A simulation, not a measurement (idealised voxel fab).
Herein follows the process module entitled voxel ribs on slabs.
Cross-section cut spans 145 nm and uses square cells 5 nm in size.
Cross-section spec: square-cell grid; bands listed top down; each band is one or more rows. Heads up on the band format: heights come first, top then bottom, in nm. After that it's the materials left to right, each with its width in nm. A single material flagged "all across" fills the whole band edge to edge, and "blank" means there's empty space there. Heights are measured from 0, the level below which the as-received wafer is all one material; the lowest band has no bottom and continues downward, written as in "0 nm and below". Width "30 to 40": first value at the band's top row of cells, second value at its bottom row, equal change from row to row. "no modification" -> step changed no cross-section cell. Under "Enclosed voids" you'll find the enclosed gaps, the ones with no way out to the top, that are 8 cells or bigger; each reads width x height at distance, with distance counted from the left edge, everything in nm. Anything after a step's settings on that line? It's the simulator's own note about the step. Each step line may optionally specify "overlay nm", which for a step with a mask gives the rightward distance between the mask's planned place and where it lay, a negative value indicating the leftward direction.
-- plan
| 1 | RECEIVE,material Si |
| 2 | DIRECTIONAL_DEP,material SiO2,thk nm 25 |
| 3 | DIRECTIONAL_DEP,material SiN,thk nm 20 |
| 4 | DIRECTIONAL_DEP,material aC,thk nm 15 |
| 5 | PATTERN,tone cover,mask id RIB,material resist,width nm 30,thk nm 35,overlay nm 0 |
| 6 | DIRECTIONAL_ETCH,etch materials aC,depth nm 15 |
| 7 | STRIP,etch materials resist |
| 8 | DIRECTIONAL_ETCH,etch materials SiN,depth nm 5 |
| 9 | STRIP,etch materials aC |
| 10 | PATTERN,tone cover,mask id SLAB,material resist,width nm 90,thk nm 20,overlay nm 0 |
| 11 | DIRECTIONAL_ETCH,etch materials SiN,depth nm 15 |
| 12 | STRIP,etch materials resist |
| 13 | FILL_DEP,material SiO2,thk nm 15 |
| 14 | CMP,height nm 55 |
| 15 | DIRECTIONAL_DEP,material TiN,thk nm 5 |
| 16 | MASKED_ETCH,tone cover,mask id HEATER,width nm 40,etch materials TiN,depth nm 5,overlay nm 0 |
| 17 | CONFORMAL_DEP,material SiO2,thk nm 10 |
-- Cross-section of the wafer upon arrival, representing the state reached after step 1
	0 nm and below: Si all across
	Enclosed voids: none
-- Cross-section, end of module. Start: as above. Plan: as above. Execution: one mistake
	70 nm to 65 nm: 50 nm blank, 60 nm SiO2, 35 nm blank
	65 nm to 60 nm: SiO2 all across
	60 nm to 55 nm: 60 nm SiO2, 40 nm TiN, 45 nm SiO2
	55 nm to 45 nm: SiO2 all across
	45 nm to 40 nm: 55 nm SiO2, 30 nm SiN, 60 nm SiO2
	40 nm to 25 nm: 25 nm SiO2, 90 nm SiN, 30 nm SiO2
	25 nm to 0 nm: SiO2 all across
	0 nm and below: Si all across
	Enclosed voids: none
Misprocessing identified: the process deviated at step 16: the operation and settings actually run there were MASKED_ETCH,tone cover,mask id HEATER,width nm 40,etch materials TiN,depth nm 5,overlay nm 10
